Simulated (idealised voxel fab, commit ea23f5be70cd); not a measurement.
process module | voxel released beams
cross-section cut | 225 nm wide | cells 5 nm
A cross-section is a grid of square cells, given in bands from the top down. A band is one or more rows of cells.
Each band's line starts with the height of the band's top and of its bottom, in nm. Then come its materials from left to right, each with its width in nm. One material with "throughout" fills the band from edge to edge. "air" is empty space.
Height 0 is the level under which the wafer as received is all one material. The lowest band goes on downwards, as in "0 down".
A width such as "30 to 40" changes by the same amount from each row of cells to the next, from the band's top row to its bottom row.
"no change" after a step means that no cell of the cross-section changed.
closed voids: empty space of 8 cells or more with no open way to the top, each as width x height at its distance from the left edge, in nm
after a step's settings: what the simulator itself notes on the step
overlay nm, on a step with a mask: how far to the right of its planned place the mask lay; to the left if negative
plan
1 op RECEIVE | material Si
2 op CONFORMAL_DEP | material SiN | thk nm 5
3 op DIRECTIONAL_DEP | material SiO2 | thk nm 10
4 op DIRECTIONAL_DEP | material aC | thk nm 15
5 op PATTERN | tone open | mask id ANCHOR | material resist | width nm 45 | thk nm 35 | overlay nm 0
6 op DIRECTIONAL_ETCH | etch materials aC | depth nm 15
7 op STRIP | etch materials resist
8 op DIRECTIONAL_ETCH | etch materials SiO2 | depth nm 10
9 op STRIP | etch materials aC
10 op CONFORMAL_DEP | material TiN | thk nm 15
11 op PATTERN | tone cover | mask id BEAM | material resist | width nm 90 | thk nm 20 | overlay nm -15
12 op DIRECTIONAL_ETCH | etch materials TiN | depth nm 15
13 op STRIP | etch materials resist
14 op STRIP | etch materials SiO2
varied across the wafers: overlay nm of step 11. The plan shows the first wafer's value. All wafers start alike
first wafer as received, after step 1
  0 down: Si throughout
  closed voids: none
first wafer at the end, after step 14
  30 to 20: air 50 | TiN 35 | air 15 | TiN 40 | air 85
  20 to 15: air 50 | TiN 90 | air 85
  15 to 5: air 70 | TiN 45 | air 110
  5 to 0: SiN throughout
  0 down: Si throughout
  closed voids: none
last wafer at the end
  30 to 20: air 80 | TiN 5 | air 15 | TiN 70 | air 55
  20 to 15: air 80 | TiN 90 | air 55
  15 to 5: air 70 | TiN 45 | air 110
  5 to 0: SiN throughout
  0 down: Si throughout
  closed voids: none
each wafer at the end: cells of each material gained (+) or lost (-) since it was received, then its closed voids
overlay nm -15 | +45 SiN | +66 TiN | closed voids: none
overlay nm -10 | +45 SiN | +66 TiN | closed voids: none
overlay nm -5 | +45 SiN | +66 TiN | closed voids: none
overlay nm 0 | +45 SiN | +66 TiN | closed voids: none
overlay nm 5 | +45 SiN | +66 TiN | closed voids: none
overlay nm 10 | +45 SiN | +66 TiN | closed voids: none
overlay nm 15 | +45 SiN | +66 TiN | closed voids: none
